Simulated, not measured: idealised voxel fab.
Process module, titled voxel released beams
In the cross-section labelled cut, the width is 175 nm and each square cell is 5 nm.
Cross-section layout: square cells on a grid; listed as bands, top to bottom; a band spans one or more cell rows.
Read a band's entry like this: the first values are the height of its top and the height of its bottom in nm, and what follows is the sequence of materials from left to right, each with its width in nm. Note that "blank" is empty space, and that a single material marked "edge to edge" reaches across the band from edge to edge.
Ref level 0: as-received wafer is one material below here. Bottom band extends down with no lower bound ("z 0 and below").
The width entry "30->40" should be interpreted row by row: the top row of cells in the band takes the first number, the bottom row takes the second number, and the change between adjacent rows is uniform throughout.
Key: "no alterations made" - step with no changed cell in the cross-section.
In the "Enclosed cavity list" entry, you get each enclosed empty space of 8 cells or more, one with no open way to the top, written width x height at distance, distance from the left edge, in nm.
Note: text after step settings on the step line = simulator remark on that step.
"overlay nm" answers the question of how far to the right of plan the mask lay on a step that has a mask, and when it is negative the answer is to the left.
THIS SECTION LISTS THE PROCESS STEPS THAT WERE PLANNED
1: op RECEIVE | material Si
2: op CONFORMAL_DEP | material SiN | thk nm 10
3: op DIRECTIONAL_DEP | material SiO2 | thk nm 10
4: op MASKED_ETCH | tone open | mask id ANCHOR | width nm 25 | etch materials SiO2 | depth nm 10 | overlay nm 0
5: op CONFORMAL_DEP | material W | thk nm 10
6: op PATTERN | tone cover | mask id BEAM | material resist | width nm 70 | thk nm 15 | overlay nm 0
7: op DIRECTIONAL_ETCH | etch materials W | depth nm 10
8: op STRIP | etch materials resist
9: op STRIP | etch materials SiO2
DELIVERED WAFER IN CROSS-SECTION: STATE AFTER STEP 1
z 0 and below: Si edge to edge
Enclosed cavity list: none
ONE MISTAKE IN RUNNING THE MODULE, OTHERWISE START AND PLAN AS ABOVE: CROSS-SECTION AT THE END
z 30 to 20: 50 nm blank / 40 nm W / 85 nm blank
z 20 to 10: 45 nm blank / 10 nm W / 25 nm SiO2 / 40 nm W / 55 nm blank
z 10 to 0: SiN edge to edge
z 0 and below: Si edge to edge
Enclosed cavity list: none
Nonconformance to the process plan: step 4 was not run as planned; what actually ran was op MASKED_ETCH | tone cover | mask id ANCHOR | width nm 25 | etch materials SiO2 | depth nm 10 | overlay nm 0
